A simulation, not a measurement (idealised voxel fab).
This section sets out a process module, namely voxel wiring stack.
190 nm wide, 5 nm square cells: that's cross-section cut.
Format of a cross-section: grid, square cells. Given as bands. Order: top down. Band: one or more rows of cells. It is stipulated that each band's entry specify, in nanometres, the height of the top of the band and then that of its bottom, followed by the materials of the band in left-to-right sequence, each together with its width in nanometres. A single material marked by the word "all across" is understood to fill the band from edge to edge; the word "empty" is understood to denote empty space. It should be noted that heights are counted from 0, beneath which the wafer as supplied is of one material throughout, and that the lowest band possesses no lower boundary but continues downward, as written in "0 nm and below". Quick explanation for "30..40": the width changes in equal steps down the rows of cells, from the first number in the band's top row to the second number in its bottom row. "remained unchanged" means the step left every cell of the cross-section as it was. Empty spaces counting at least 8 cells and having no open way to the top are listed in "Sealed cavities". The notation width x height at distance is used for each, the distance being from the left edge and all three values in nm. Read whatever lies past the settings on a step's line as the simulator's own remark about the step. "overlay nm" answers the question of how far to the right of plan the mask lay on a step that has a mask, and when it is negative the answer is to the left.

The steps planned for the process are as follows
- 1: RECEIVE [material Si]
- 2: CONFORMAL_DEP [material SiO2] [thk nm 15]
- 3: CONFORMAL_DEP [material SiN] [thk nm 5]
- 4: DIRECTIONAL_DEP [material SiO2] [thk nm 20]
- 5: PATTERN [tone open] [mask id METAL_1] [material resist] [width nm 25] [pitch nm 40] [thk nm 20] [overlay nm 0]
- 6: DIRECTIONAL_ETCH [etch materials SiO2] [depth nm 20]
- 7: DIRECTIONAL_ETCH [etch materials SiN] [depth nm 5]
- 8: STRIP [etch materials resist]
- 9: CONFORMAL_DEP [material TiN] [thk nm 5]
- 10: FILL_DEP [material W] [thk nm 5]
- 11: CMP [height nm 40]
- 12: EPI [material Ru] [thk nm 5]
- 13: FILL_DEP [material SiCN] [thk nm 5]
- 14: DIRECTIONAL_DEP [material SiO2] [thk nm 30]
- 15: DIRECTIONAL_DEP [material aC] [thk nm 10]
- 16: PATTERN [tone open] [mask id METAL_2] [material resist] [width nm 25] [pitch nm 40] [thk nm 30] [overlay nm 0]
- 17: DIRECTIONAL_ETCH [etch materials aC] [depth nm 10]
- 18: STRIP [etch materials resist]
- 19: DIRECTIONAL_ETCH [etch materials SiO2] [depth nm 15]
- 20: STRIP [etch materials aC]
- 21: PATTERN [tone open] [mask id METAL_2_HOLES] [material resist] [width nm 15] [thk nm 15] [overlay nm 0]
- 22: DIRECTIONAL_ETCH [etch materials SiO2] [depth nm 15]
- 23: DIRECTIONAL_ETCH [etch materials SiCN] [depth nm 5]
- 24: STRIP [etch materials resist]
- 25: CONFORMAL_DEP [material TiN] [thk nm 5]
- 26: FILL_DEP [material Ru] [thk nm 10]
- 27: CMP [height nm 80]
- 28: CONFORMAL_DEP [material SiCN] [thk nm 5]
- 29: DIRECTIONAL_DEP [material SiO2] [thk nm 15]
- 30: DIRECTIONAL_DEP [material aC] [thk nm 15]
- 31: PATTERN [tone open] [mask id PLUG_2] [material resist] [width nm 15] [thk nm 35] [overlay nm 0]
- 32: DIRECTIONAL_ETCH [etch materials aC] [depth nm 15]
- 33: STRIP [etch materials resist]
- 34: DIRECTIONAL_ETCH [etch materials SiO2] [depth nm 15]
- 35: DIRECTIONAL_ETCH [etch materials SiCN] [depth nm 5]
- 36: STRIP [etch materials aC]
- 37: CONFORMAL_DEP [material TiN] [thk nm 5]
- 38: FILL_DEP [material Ru] [thk nm 5]
- 39: CMP [height nm 100]
- 40: DIRECTIONAL_DEP [material TiN] [thk nm 5]
- 41: DIRECTIONAL_DEP [material W] [thk nm 20]
- 42: PATTERN [tone cover] [mask id METAL_3] [material resist] [width nm 25] [pitch nm 40] [thk nm 20] [overlay nm 0]
- 43: DIRECTIONAL_ETCH [etch materials W] [depth nm 20]
- 44: DIRECTIONAL_ETCH [etch materials TiN] [depth nm 5]
- 45: STRIP [etch materials resist]
- 46: CONFORMAL_DEP [material SiN] [thk nm 5]
- 47: FILL_DEP [material SiO2] [thk nm 5]
- 48: CMP [height nm 125]
- 49: CONFORMAL_DEP [material SiCN] [thk nm 5]

Wafer, first of two, run as planned

as received, after step 1
  0 nm and below = Si all across
  Sealed cavities: none

after step 2
  15 nm to 0 nm = SiO2 all across
  Heights below 0 show no change.

after step 3
  20 nm to 15 nm = SiN all across
  Heights below 15 show no change.

after step 4
  40 nm to 20 nm = SiO2 all across
  Heights below 20 show no change.

after step 5
  60 nm to 40 nm = resist=60; empty=25; resist=15; empty=25; resist=65
  Heights below 40 show no change.

after step 6
  60 nm to 40 nm = resist=60; empty=25; resist=15; empty=25; resist=65
  40 nm to 20 nm = SiO2=60; empty=25; SiO2=15; empty=25; SiO2=65
  Heights below 20 show no change.

after step 7
  60 nm to 40 nm = resist=60; empty=25; resist=15; empty=25; resist=65
  40 nm to 20 nm = SiO2=60; empty=25; SiO2=15; empty=25; SiO2=65
  20 nm to 15 nm = SiN=60; empty=25; SiN=15; empty=25; SiN=65
  Heights below 15 show no change.

after step 8
  40 nm to 20 nm = SiO2=60; empty=25; SiO2=15; empty=25; SiO2=65
  Heights below 20 show no change.

after step 9
  45 nm to 40 nm = TiN=65; empty=15; TiN=25; empty=15; TiN=70
  40 nm to 20 nm = SiO2=60; TiN=5; empty=15; TiN=5; SiO2=15; TiN=5; empty=15; TiN=5; SiO2=65
  20 nm to 15 nm = SiN=60; TiN=25; SiN=15; TiN=25; SiN=65
  Heights below 15 show no change.

after step 10
  50 nm to 45 nm = W all across
  45 nm to 40 nm = TiN=65; W=15; TiN=25; W=15; TiN=70
  40 nm to 20 nm = SiO2=60; TiN=5; W=15; TiN=5; SiO2=15; TiN=5; W=15; TiN=5; SiO2=65
  Heights below 20 show no change.

after step 11
  40 nm to 20 nm = SiO2=60; TiN=5; W=15; TiN=5; SiO2=15; TiN=5; W=15; TiN=5; SiO2=65
  Heights below 20 show no change.

after step 12
  45 nm to 40 nm = empty=55; Ru=35; empty=5; Ru=35; empty=60
  Heights below 40 show no change.

after step 13
  50 nm to 45 nm = SiCN all across
  45 nm to 40 nm = SiCN=55; Ru=35; SiCN=5; Ru=35; SiCN=60
  Heights below 40 show no change.

after step 14
  80 nm to 50 nm = SiO2 all across
  Heights below 50 show no change.

after step 15
  90 nm to 80 nm = aC all across
  Heights below 80 show no change.

after step 16
  120 nm to 90 nm = resist=60; empty=25; resist=15; empty=25; resist=65
  Heights below 90 show no change.

after step 17
  110 nm to 90 nm = resist=60; empty=25; resist=15; empty=25; resist=65
  90 nm to 80 nm = aC=60; empty=25; aC=15; empty=25; aC=65
  Heights below 80 show no change.

after step 18
  90 nm to 80 nm = aC=60; empty=25; aC=15; empty=25; aC=65
  Heights below 80 show no change.

after step 19
  90 nm to 80 nm = aC=60; empty=25; aC=15; empty=25; aC=65
  80 nm to 65 nm = SiO2=60; empty=25; SiO2=15; empty=25; SiO2=65
  Heights below 65 show no change.

after step 20
  80 nm to 65 nm = SiO2=60; empty=25; SiO2=15; empty=25; SiO2=65
  Heights below 65 show no change.

after step 21
  95 nm to 80 nm = resist=60; empty=15; resist=115
  80 nm to 65 nm = SiO2=60; empty=15; resist=10; SiO2=15; resist=25; SiO2=65
  Heights below 65 show no change.

after step 22
  95 nm to 80 nm = resist=60; empty=15; resist=115
  80 nm to 65 nm = SiO2=60; empty=15; resist=10; SiO2=15; resist=25; SiO2=65
  65 nm to 50 nm = SiO2=60; empty=15; SiO2=115
  Heights below 50 show no change.

after step 23
  95 nm to 80 nm = resist=60; empty=15; resist=115
  80 nm to 65 nm = SiO2=60; empty=15; resist=10; SiO2=15; resist=25; SiO2=65
  65 nm to 50 nm = SiO2=60; empty=15; SiO2=115
  50 nm to 45 nm = SiCN=60; empty=15; SiCN=115
  Heights below 45 show no change.

after step 24
  80 nm to 65 nm = SiO2=60; empty=25; SiO2=15; empty=25; SiO2=65
  Heights below 65 show no change.

after step 25
  85 nm to 80 nm = TiN=65; empty=15; TiN=25; empty=15; TiN=70
  80 nm to 70 nm = SiO2=60; TiN=5; empty=15; TiN=5; SiO2=15; TiN=5; empty=15; TiN=5; SiO2=65
  70 nm to 65 nm = SiO2=60; TiN=5; empty=5; TiN=15; SiO2=15; TiN=25; SiO2=65
  65 nm to 50 nm = SiO2=60; TiN=5; empty=5; TiN=5; SiO2=115
  50 nm to 45 nm = SiCN=60; TiN=15; SiCN=115
  Heights below 45 show no change.

after step 26
  95 nm to 85 nm = Ru all across
  85 nm to 80 nm = TiN=65; Ru=15; TiN=25; Ru=15; TiN=70
  80 nm to 70 nm = SiO2=60; TiN=5; Ru=15; TiN=5; SiO2=15; TiN=5; Ru=15; TiN=5; SiO2=65
  70 nm to 65 nm = SiO2=60; TiN=5; Ru=5; TiN=15; SiO2=15; TiN=25; SiO2=65
  65 nm to 50 nm = SiO2=60; TiN=5; Ru=5; TiN=5; SiO2=115
  Heights below 50 show no change.

after step 27
  80 nm to 70 nm = SiO2=60; TiN=5; Ru=15; TiN=5; SiO2=15; TiN=5; Ru=15; TiN=5; SiO2=65
  Heights below 70 show no change.

after step 28
  85 nm to 80 nm = SiCN all across
  Heights below 80 show no change.

after step 29
  100 nm to 85 nm = SiO2 all across
  Heights below 85 show no change.

after step 30
  115 nm to 100 nm = aC all across
  Heights below 100 show no change.

after step 31
  150 nm to 115 nm = resist=60; empty=15; resist=115
  Heights below 115 show no change.

after step 32
  135 nm to 115 nm = resist=60; empty=15; resist=115
  115 nm to 100 nm = aC=60; empty=15; aC=115
  Heights below 100 show no change.

after step 33
  115 nm to 100 nm = aC=60; empty=15; aC=115
  Heights below 100 show no change.

after step 34
  115 nm to 100 nm = aC=60; empty=15; aC=115
  100 nm to 85 nm = SiO2=60; empty=15; SiO2=115
  Heights below 85 show no change.

after step 35
  115 nm to 100 nm = aC=60; empty=15; aC=115
  100 nm to 85 nm = SiO2=60; empty=15; SiO2=115
  85 nm to 80 nm = SiCN=60; empty=15; SiCN=115
  Heights below 80 show no change.

after step 36
  100 nm to 85 nm = SiO2=60; empty=15; SiO2=115
  Heights below 85 show no change.

after step 37
  105 nm to 100 nm = TiN=65; empty=5; TiN=120
  100 nm to 85 nm = SiO2=60; TiN=5; empty=5; TiN=5; SiO2=115
  85 nm to 80 nm = SiCN=60; TiN=15; SiCN=115
  Heights below 80 show no change.

after step 38
  110 nm to 105 nm = Ru all across
  105 nm to 100 nm = TiN=65; Ru=5; TiN=120
  100 nm to 85 nm = SiO2=60; TiN=5; Ru=5; TiN=5; SiO2=115
  Heights below 85 show no change.

after step 39
  100 nm to 85 nm = SiO2=60; TiN=5; Ru=5; TiN=5; SiO2=115
  Heights below 85 show no change.

after step 40
  105 nm to 100 nm = TiN all across
  Heights below 100 show no change.

after step 41
  125 nm to 105 nm = W all across
  Heights below 105 show no change.

after step 42
  145 nm to 125 nm = empty=60; resist=25; empty=15; resist=25; empty=65
  Heights below 125 show no change.

after step 43
  145 nm to 125 nm = empty=60; resist=25; empty=15; resist=25; empty=65
  125 nm to 105 nm = empty=60; W=25; empty=15; W=25; empty=65
  Heights below 105 show no change.

after step 44
  145 nm to 125 nm = empty=60; resist=25; empty=15; resist=25; empty=65
  125 nm to 105 nm = empty=60; W=25; empty=15; W=25; empty=65
  105 nm to 100 nm = empty=60; TiN=25; empty=15; TiN=25; empty=65
  Heights below 100 show no change.

after step 45
  125 nm to 105 nm = empty=60; W=25; empty=15; W=25; empty=65
  Heights below 105 show no change.

after step 46
  130 nm to 125 nm = empty=55; SiN=35; empty=5; SiN=35; empty=60
  125 nm to 105 nm = empty=55; SiN=5; W=25; SiN=5; empty=5; SiN=5; W=25; SiN=5; empty=60
  105 nm to 100 nm = SiN=60; TiN=25; SiN=15; TiN=25; SiN=65
  Heights below 100 show no change.

after step 47
  135 nm to 130 nm = SiO2 all across
  130 nm to 125 nm = SiO2=55; SiN=35; SiO2=5; SiN=35; SiO2=60
  125 nm to 105 nm = SiO2=55; SiN=5; W=25; SiN=5; SiO2=5; SiN=5; W=25; SiN=5; SiO2=60
  Heights below 105 show no change.

after step 48
  125 nm to 105 nm = SiO2=55; SiN=5; W=25; SiN=5; SiO2=5; SiN=5; W=25; SiN=5; SiO2=60
  Heights below 105 show no change.

after step 49
  130 nm to 125 nm = SiCN all across
  Heights below 125 show no change.

Second of two: same start, same plan, one run error; steps up to and including 30 match the first

Look at the second wafer in cross-section at the time step 31 ought to have finished
  150 nm to 115 nm = resist=70; empty=15; resist=105
  Heights below 115 show no change.

Look at the second wafer in cross-section at the time step 32 ought to have finished
  135 nm to 115 nm = resist=70; empty=15; resist=105
  115 nm to 100 nm = aC=70; empty=15; aC=105
  Heights below 100 show no change.

Look at the second wafer in cross-section at the time step 33 ought to have finished
  115 nm to 100 nm = aC=70; empty=15; aC=105
  Heights below 100 show no change.

Look at the second wafer in cross-section at the time step 34 ought to have finished
  115 nm to 100 nm = aC=70; empty=15; aC=105
  100 nm to 85 nm = SiO2=70; empty=15; SiO2=105
  Heights below 85 show no change.

Look at the second wafer in cross-section at the time step 35 ought to have finished
  115 nm to 100 nm = aC=70; empty=15; aC=105
  100 nm to 85 nm = SiO2=70; empty=15; SiO2=105
  85 nm to 80 nm = SiCN=70; empty=15; SiCN=105
  Heights below 80 show no change.

Look at the second wafer in cross-section at the time step 36 ought to have finished
  100 nm to 85 nm = SiO2=70; empty=15; SiO2=105
  Heights below 85 show no change.

Look at the second wafer in cross-section at the time step 37 ought to have finished
  105 nm to 100 nm = TiN=75; empty=5; TiN=110
  100 nm to 85 nm = SiO2=70; TiN=5; empty=5; TiN=5; SiO2=105
  85 nm to 80 nm = SiCN=70; TiN=15; SiCN=105
  Heights below 80 show no change.

Look at the second wafer in cross-section at the time step 38 ought to have finished
  110 nm to 105 nm = Ru all across
  105 nm to 100 nm = TiN=75; Ru=5; TiN=110
  100 nm to 85 nm = SiO2=70; TiN=5; Ru=5; TiN=5; SiO2=105
  Heights below 85 show no change.

Look at the second wafer in cross-section at the time step 39 ought to have finished
  100 nm to 85 nm = SiO2=70; TiN=5; Ru=5; TiN=5; SiO2=105
  Heights below 85 show no change.

Look at the second wafer in cross-section at the time step 40 ought to have finished
  105 nm to 100 nm = TiN all across
  Heights below 100 show no change.

Look at the second wafer in cross-section at the time step 41 ought to have finished
  125 nm to 105 nm = W all across
  Heights below 105 show no change.

Look at the second wafer in cross-section at the time step 42 ought to have finished
  145 nm to 125 nm = empty=60; resist=25; empty=15; resist=25; empty=65
  Heights below 125 show no change.

Look at the second wafer in cross-section at the time step 43 ought to have finished
  145 nm to 125 nm = empty=60; resist=25; empty=15; resist=25; empty=65
  125 nm to 105 nm = empty=60; W=25; empty=15; W=25; empty=65
  Heights below 105 show no change.

Look at the second wafer in cross-section at the time step 44 ought to have finished
  145 nm to 125 nm = empty=60; resist=25; empty=15; resist=25; empty=65
  125 nm to 105 nm = empty=60; W=25; empty=15; W=25; empty=65
  105 nm to 100 nm = empty=60; TiN=25; empty=15; TiN=25; empty=65
  Heights below 100 show no change.

Look at the second wafer in cross-section at the time step 45 ought to have finished
  125 nm to 105 nm = empty=60; W=25; empty=15; W=25; empty=65
  Heights below 105 show no change.

Look at the second wafer in cross-section at the time step 46 ought to have finished
  130 nm to 125 nm = empty=55; SiN=35; empty=5; SiN=35; empty=60
  125 nm to 105 nm = empty=55; SiN=5; W=25; SiN=5; empty=5; SiN=5; W=25; SiN=5; empty=60
  105 nm to 100 nm = SiN=60; TiN=25; SiN=15; TiN=25; SiN=65
  Heights below 100 show no change.

Look at the second wafer in cross-section at the time step 47 ought to have finished
  135 nm to 130 nm = SiO2 all across
  130 nm to 125 nm = SiO2=55; SiN=35; SiO2=5; SiN=35; SiO2=60
  125 nm to 105 nm = SiO2=55; SiN=5; W=25; SiN=5; SiO2=5; SiN=5; W=25; SiN=5; SiO2=60
  Heights below 105 show no change.

Look at the second wafer in cross-section at the time step 48 ought to have finished
  125 nm to 105 nm = SiO2=55; SiN=5; W=25; SiN=5; SiO2=5; SiN=5; W=25; SiN=5; SiO2=60
  Heights below 105 show no change.

Look at the second wafer in cross-section at the time step 49 ought to have finished
  130 nm to 125 nm = SiCN all across
  Heights below 125 show no change.
Deviation from plan: it should be noted that step 31 was executed with settings other than those planned, the operation and settings actually applied being PATTERN [tone open] [mask id PLUG_2] [material resist] [width nm 15] [thk nm 35] [overlay nm 10]
Comparing end states, the material composition by cell count is preserved from the first wafer to the second, while the locations of the cells are not.
